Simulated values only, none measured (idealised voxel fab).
process module | voxel gate over fins
250 nm wide, 5 nm square cells: that's cross-section cut.
How to read a cross-section here: the picture is a grid of square cells, written as bands going from the top down, and any band can span one or more rows of cells. Within each band entry, the heights of the top and of the bottom of the band appear first, in that order and in nm; the materials of the band then follow from left to right, each with its corresponding width in nm. The designation "edge to edge" on a single material indicates that it fills the band from edge to edge; the designation "air" indicates empty space. Heights from 0 (as-received wafer is one material below). Bottom band endless downward, as "z 0 and below". A two-number width, for instance "30->40", indicates that the width is equal to the first number in the top row of the band and to the second number in the bottom row, and that it changes by a constant amount per row of cells. "same as before" -> step changed no cross-section cell. In the "Voids, fully enclosed" entry, you get each enclosed empty space of 8 cells or more, one with no open way to the top, written width x height at distance, distance from the left edge, in nm. Anything after a step's settings on that line? It's the simulator's own note about the step. The "overlay nm" setting may appear on a step's line; for a step that uses a mask, it gives how far to the right of its planned position the mask lay, and a negative value indicates the left.
The following list gives the planned process steps:
1,RECEIVE (material Si)
2,CONFORMAL_DEP (material SiN; thk nm 10)
3,PATTERN (tone cover; mask id FINS; material resist; width nm 15; pitch nm 60; thk nm 20; overlay nm 0)
4,DIRECTIONAL_ETCH (etch materials SiN; depth nm 10)
5,DIRECTIONAL_ETCH (etch materials Si; depth nm 40)
6,STRIP (etch materials resist)
7,OXIDIZE (depth nm 5)
8,FILL_DEP (material SiO2; thk nm 5)
9,CMP (height nm 10)
10,MASKED_ETCH (tone open; mask id RAIL; width nm 15; etch materials SiO2; depth nm 45; overlay nm 0)
11,CONFORMAL_DEP (material TiN; thk nm 5)
12,FILL_DEP (material Ru; thk nm 10)
13,CMP (height nm 10)
14,SELECTIVE_ETCH (etch materials W Ru TiN; depth nm 25)
15,FILL_DEP (material SiO2; thk nm 5)
16,CMP (height nm 10)
17,SELECTIVE_ETCH (etch materials SiO2; depth nm 20)
18,STRIP (etch materials SiN)
19,CONFORMAL_DEP (material HfO2; thk nm 5)
20,CONFORMAL_DEP (material TiN; thk nm 5)
21,CONFORMAL_DEP (material TiAl; thk nm 5)
22,CONFORMAL_DEP (material TiN; thk nm 5)
23,FILL_DEP (material W; thk nm 10)
24,CMP (height nm 25)
25,CONFORMAL_DEP (material SiCN; thk nm 10)
So, the first of our two wafers, run just as we planned it:
As received (post step 1): cross-section:
    z 0 and below  Si edge to edge
    Voids, fully enclosed: none
Wafer section view after processing step 2:
    z 10 to 0  SiN edge to edge
    Rest of section, below 0: as before.
Wafer section view after processing step 3:
    z 30 to 10  25 air, then 15 resist, then 45 air, then 15 resist, then 45 air, then 15 resist, then 45 air, then 15 resist, then 30 air
    Rest of section, below 10: as before.
Wafer section view after processing step 4:
    z 30 to 10  25 air, then 15 resist, then 45 air, then 15 resist, then 45 air, then 15 resist, then 45 air, then 15 resist, then 30 air
    z 10 to 0  25 air, then 15 SiN, then 45 air, then 15 SiN, then 45 air, then 15 SiN, then 45 air, then 15 SiN, then 30 air
    Rest of section, below 0: as before.
Wafer section view after processing step 5:
    z 30 to 10  25 air, then 15 resist, then 45 air, then 15 resist, then 45 air, then 15 resist, then 45 air, then 15 resist, then 30 air
    z 10 to 0  25 air, then 15 SiN, then 45 air, then 15 SiN, then 45 air, then 15 SiN, then 45 air, then 15 SiN, then 30 air
    z 0 to -40  25 air, then 15 Si, then 45 air, then 15 Si, then 45 air, then 15 Si, then 45 air, then 15 Si, then 30 air
    Rest of section, below -40: as before.
Wafer section view after processing step 6:
    z 10 to 0  25 air, then 15 SiN, then 45 air, then 15 SiN, then 45 air, then 15 SiN, then 45 air, then 15 SiN, then 30 air
    Rest of section, below 0: as before.
Wafer section view after processing step 7:
    z 10 to 0  25 air, then 15 SiN, then 45 air, then 15 SiN, then 45 air, then 15 SiN, then 45 air, then 15 SiN, then 30 air
    z 0 to -40  25 air, then 5 SiO2, then 5 Si, then 5 SiO2, then 45 air, then 5 SiO2, then 5 Si, then 5 SiO2, then 45 air, then 5 SiO2, then 5 Si, then 5 SiO2, then 45 air, then 5 SiO2, then 5 Si, then 5 SiO2, then 30 air
    z -40 to -45  30 SiO2, then 5 Si, then 55 SiO2, then 5 Si, then 55 SiO2, then 5 Si, then 55 SiO2, then 5 Si, then 35 SiO2
    Rest of section, below -45: as before.
Wafer section view after processing step 8:
    z 15 to 10  SiO2 edge to edge
    z 10 to 0  25 SiO2, then 15 SiN, then 45 SiO2, then 15 SiN, then 45 SiO2, then 15 SiN, then 45 SiO2, then 15 SiN, then 30 SiO2
    z 0 to -45  30 SiO2, then 5 Si, then 55 SiO2, then 5 Si, then 55 SiO2, then 5 Si, then 55 SiO2, then 5 Si, then 35 SiO2
    Rest of section, below -45: as before.
Wafer section view after processing step 9:
    z 10 to 0  25 SiO2, then 15 SiN, then 45 SiO2, then 15 SiN, then 45 SiO2, then 15 SiN, then 45 SiO2, then 15 SiN, then 30 SiO2
    Rest of section, below 0: as before.
Wafer section view after processing step 10:
    z 10 to 0  25 SiO2, then 15 SiN, then 15 SiO2, then 15 air, then 15 SiO2, then 15 SiN, then 45 SiO2, then 15 SiN, then 45 SiO2, then 15 SiN, then 30 SiO2
    z 0 to -35  30 SiO2, then 5 Si, then 20 SiO2, then 15 air, then 20 SiO2, then 5 Si, then 55 SiO2, then 5 Si, then 55 SiO2, then 5 Si, then 35 SiO2
    Rest of section, below -35: as before.
Wafer section view after processing step 11:
    z 15 to 10  60 TiN, then 5 air, then 185 TiN
    z 10 to 0  25 SiO2, then 15 SiN, then 15 SiO2, then 5 TiN, then 5 air, then 5 TiN, then 15 SiO2, then 15 SiN, then 45 SiO2, then 15 SiN, then 45 SiO2, then 15 SiN, then 30 SiO2
    z 0 to -30  30 SiO2, then 5 Si, then 20 SiO2, then 5 TiN, then 5 air, then 5 TiN, then 20 SiO2, then 5 Si, then 55 SiO2, then 5 Si, then 55 SiO2, then 5 Si, then 35 SiO2
    z -30 to -35  30 SiO2, then 5 Si, then 20 SiO2, then 15 TiN, then 20 SiO2, then 5 Si, then 55 SiO2, then 5 Si, then 55 SiO2, then 5 Si, then 35 SiO2
    Rest of section, below -35: as before.
Wafer section view after processing step 12:
    z 25 to 15  Ru edge to edge
    z 15 to 10  60 TiN, then 5 Ru, then 185 TiN
    z 10 to 0  25 SiO2, then 15 SiN, then 15 SiO2, then 5 TiN, then 5 Ru, then 5 TiN, then 15 SiO2, then 15 SiN, then 45 SiO2, then 15 SiN, then 45 SiO2, then 15 SiN, then 30 SiO2
    z 0 to -30  30 SiO2, then 5 Si, then 20 SiO2, then 5 TiN, then 5 Ru, then 5 TiN, then 20 SiO2, then 5 Si, then 55 SiO2, then 5 Si, then 55 SiO2, then 5 Si, then 35 SiO2
    Rest of section, below -30: as before.
Wafer section view after processing step 13:
    z 10 to 0  25 SiO2, then 15 SiN, then 15 SiO2, then 5 TiN, then 5 Ru, then 5 TiN, then 15 SiO2, then 15 SiN, then 45 SiO2, then 15 SiN, then 45 SiO2, then 15 SiN, then 30 SiO2
    Rest of section, below 0: as before.
Wafer section view after processing step 14:
    z 10 to 0  25 SiO2, then 15 SiN, then 15 SiO2, then 15 air, then 15 SiO2, then 15 SiN, then 45 SiO2, then 15 SiN, then 45 SiO2, then 15 SiN, then 30 SiO2
    z 0 to -15  30 SiO2, then 5 Si, then 20 SiO2, then 15 air, then 20 SiO2, then 5 Si, then 55 SiO2, then 5 Si, then 55 SiO2, then 5 Si, then 35 SiO2
    Rest of section, below -15: as before.
Wafer section view after processing step 15:
    z 15 to 10  SiO2 edge to edge
    z 10 to 0  25 SiO2, then 15 SiN, then 45 SiO2, then 15 SiN, then 45 SiO2, then 15 SiN, then 45 SiO2, then 15 SiN, then 30 SiO2
    z 0 to -15  30 SiO2, then 5 Si, then 55 SiO2, then 5 Si, then 55 SiO2, then 5 Si, then 55 SiO2, then 5 Si, then 35 SiO2
    Rest of section, below -15: as before.
Wafer section view after processing step 16:
    z 10 to 0  25 SiO2, then 15 SiN, then 45 SiO2, then 15 SiN, then 45 SiO2, then 15 SiN, then 45 SiO2, then 15 SiN, then 30 SiO2
    Rest of section, below 0: as before.
Wafer section view after processing step 17:
    z 10 to 0  25 air, then 15 SiN, then 45 air, then 15 SiN, then 45 air, then 15 SiN, then 45 air, then 15 SiN, then 30 air
    z 0 to -10  30 air, then 5 Si, then 55 air, then 5 Si, then 55 air, then 5 Si, then 55 air, then 5 Si, then 35 air
    Rest of section, below -10: as before.
Wafer section view after processing step 18:
    z 0 to -10  30 air, then 5 Si, then 55 air, then 5 Si, then 55 air, then 5 Si, then 55 air, then 5 Si, then 35 air
    Rest of section, below -10: as before.
Wafer section view after processing step 19:
    z 5 to 0  25 air, then 15 HfO2, then 45 air, then 15 HfO2, then 45 air, then 15 HfO2, then 45 air, then 15 HfO2, then 30 air
    z 0 to -5  25 air, then 5 HfO2, then 5 Si, then 5 HfO2, then 45 air, then 5 HfO2, then 5 Si, then 5 HfO2, then 45 air, then 5 HfO2, then 5 Si, then 5 HfO2, then 45 air, then 5 HfO2, then 5 Si, then 5 HfO2, then 30 air
    z -5 to -10  30 HfO2, then 5 Si, then 55 HfO2, then 5 Si, then 55 HfO2, then 5 Si, then 55 HfO2, then 5 Si, then 35 HfO2
    Rest of section, below -10: as before.
Wafer section view after processing step 20:
    z 10 to 5  20 air, then 25 TiN, then 35 air, then 25 TiN, then 35 air, then 25 TiN, then 35 air, then 25 TiN, then 25 air
    z 5 to 0  20 air, then 5 TiN, then 15 HfO2, then 5 TiN, then 35 air, then 5 TiN, then 15 HfO2, then 5 TiN, then 35 air, then 5 TiN, then 15 HfO2, then 5 TiN, then 35 air, then 5 TiN, then 15 HfO2, then 5 TiN, then 25 air
    z 0 to -5  25 TiN, then 5 HfO2, then 5 Si, then 5 HfO2, then 45 TiN, then 5 HfO2, then 5 Si, then 5 HfO2, then 45 TiN, then 5 HfO2, then 5 Si, then 5 HfO2, then 45 TiN, then 5 HfO2, then 5 Si, then 5 HfO2, then 30 TiN
    Rest of section, below -5: as before.
Wafer section view after processing step 21:
    z 15 to 10  15 air, then 35 TiAl, then 25 air, then 35 TiAl, then 25 air, then 35 TiAl, then 25 air, then 35 TiAl, then 20 air
    z 10 to 5  15 air, then 5 TiAl, then 25 TiN, then 5 TiAl, then 25 air, then 5 TiAl, then 25 TiN, then 5 TiAl, then 25 air, then 5 TiAl, then 25 TiN, then 5 TiAl, then 25 air, then 5 TiAl, then 25 TiN, then 5 TiAl, then 20 air
    z 5 to 0  20 TiAl, then 5 TiN, then 15 HfO2, then 5 TiN, then 35 TiAl, then 5 TiN, then 15 HfO2, then 5 TiN, then 35 TiAl, then 5 TiN, then 15 HfO2, then 5 TiN, then 35 TiAl, then 5 TiN, then 15 HfO2, then 5 TiN, then 25 TiAl
    Rest of section, below 0: as before.
Wafer section view after processing step 22:
    z 20 to 15  10 air, then 45 TiN, then 15 air, then 45 TiN, then 15 air, then 45 TiN, then 15 air, then 45 TiN, then 15 air
    z 15 to 10  10 air, then 5 TiN, then 35 TiAl, then 5 TiN, then 15 air, then 5 TiN, then 35 TiAl, then 5 TiN, then 15 air, then 5 TiN, then 35 TiAl, then 5 TiN, then 15 air, then 5 TiN, then 35 TiAl, then 5 TiN, then 15 air
    z 10 to 5  15 TiN, then 5 TiAl, then 25 TiN, then 5 TiAl, then 25 TiN, then 5 TiAl, then 25 TiN, then 5 TiAl, then 25 TiN, then 5 TiAl, then 25 TiN, then 5 TiAl, then 25 TiN, then 5 TiAl, then 25 TiN, then 5 TiAl, then 20 TiN
    Rest of section, below 5: as before.
Wafer section view after processing step 23:
    z 30 to 20  W edge to edge
    z 20 to 15  10 W, then 45 TiN, then 15 W, then 45 TiN, then 15 W, then 45 TiN, then 15 W, then 45 TiN, then 15 W
    z 15 to 10  10 W, then 5 TiN, then 35 TiAl, then 5 TiN, then 15 W, then 5 TiN, then 35 TiAl, then 5 TiN, then 15 W, then 5 TiN, then 35 TiAl, then 5 TiN, then 15 W, then 5 TiN, then 35 TiAl, then 5 TiN, then 15 W
    Rest of section, below 10: as before.
Wafer section view after processing step 24:
    z 25 to 20  W edge to edge
    Rest of section, below 20: as before.
Wafer section view after processing step 25:
    z 35 to 25  SiCN edge to edge
    Rest of section, below 25: as before.
Wafer two of the pair: same origin, same plan, one error during the run; identical to wafer one up to and including step 18:
Cross-section of the second wafer at the time step 19 of the plan should have ended: same as before
Cross-section of the second wafer at the time step 20 of the plan should have ended:
    z 5 to 0  25 air, then 15 TiN, then 45 air, then 15 TiN, then 45 air, then 15 TiN, then 45 air, then 15 TiN, then 30 air
    z 0 to -5  25 air, then 5 TiN, then 5 Si, then 5 TiN, then 45 air, then 5 TiN, then 5 Si, then 5 TiN, then 45 air, then 5 TiN, then 5 Si, then 5 TiN, then 45 air, then 5 TiN, then 5 Si, then 5 TiN, then 30 air
    z -5 to -10  30 TiN, then 5 Si, then 55 TiN, then 5 Si, then 55 TiN, then 5 Si, then 55 TiN, then 5 Si, then 35 TiN
    Rest of section, below -10: as before.
Cross-section of the second wafer at the time step 21 of the plan should have ended:
    z 10 to 5  20 air, then 25 TiAl, then 35 air, then 25 TiAl, then 35 air, then 25 TiAl, then 35 air, then 25 TiAl, then 25 air
    z 5 to 0  20 air, then 5 TiAl, then 15 TiN, then 5 TiAl, then 35 air, then 5 TiAl, then 15 TiN, then 5 TiAl, then 35 air, then 5 TiAl, then 15 TiN, then 5 TiAl, then 35 air, then 5 TiAl, then 15 TiN, then 5 TiAl, then 25 air
    z 0 to -5  25 TiAl, then 5 TiN, then 5 Si, then 5 TiN, then 45 TiAl, then 5 TiN, then 5 Si, then 5 TiN, then 45 TiAl, then 5 TiN, then 5 Si, then 5 TiN, then 45 TiAl, then 5 TiN, then 5 Si, then 5 TiN, then 30 TiAl
    Rest of section, below -5: as before.
Cross-section of the second wafer at the time step 22 of the plan should have ended:
    z 15 to 10  15 air, then 35 TiN, then 25 air, then 35 TiN, then 25 air, then 35 TiN, then 25 air, then 35 TiN, then 20 air
    z 10 to 5  15 air, then 5 TiN, then 25 TiAl, then 5 TiN, then 25 air, then 5 TiN, then 25 TiAl, then 5 TiN, then 25 air, then 5 TiN, then 25 TiAl, then 5 TiN, then 25 air, then 5 TiN, then 25 TiAl, then 5 TiN, then 20 air
    z 5 to 0  20 TiN, then 5 TiAl, then 15 TiN, then 5 TiAl, then 35 TiN, then 5 TiAl, then 15 TiN, then 5 TiAl, then 35 TiN, then 5 TiAl, then 15 TiN, then 5 TiAl, then 35 TiN, then 5 TiAl, then 15 TiN, then 5 TiAl, then 25 TiN
    Rest of section, below 0: as before.
Cross-section of the second wafer at the time step 23 of the plan should have ended:
    z 25 to 15  W edge to edge
    z 15 to 10  15 W, then 35 TiN, then 25 W, then 35 TiN, then 25 W, then 35 TiN, then 25 W, then 35 TiN, then 20 W
    z 10 to 5  15 W, then 5 TiN, then 25 TiAl, then 5 TiN, then 25 W, then 5 TiN, then 25 TiAl, then 5 TiN, then 25 W, then 5 TiN, then 25 TiAl, then 5 TiN, then 25 W, then 5 TiN, then 25 TiAl, then 5 TiN, then 20 W
    Rest of section, below 5: as before.
Cross-section of the second wafer at the time step 24 of the plan should have ended: same as before
Cross-section of the second wafer at the time step 25 of the plan should have ended:
    z 35 to 25  SiCN edge to edge
    Rest of section, below 25: as before.
Run error: step 19 was dropped from the plan's execution and never run
At the finish, the second wafer shows more or fewer cells for some materials than the first does: 66 fewer of HfO2 | 66 more of W
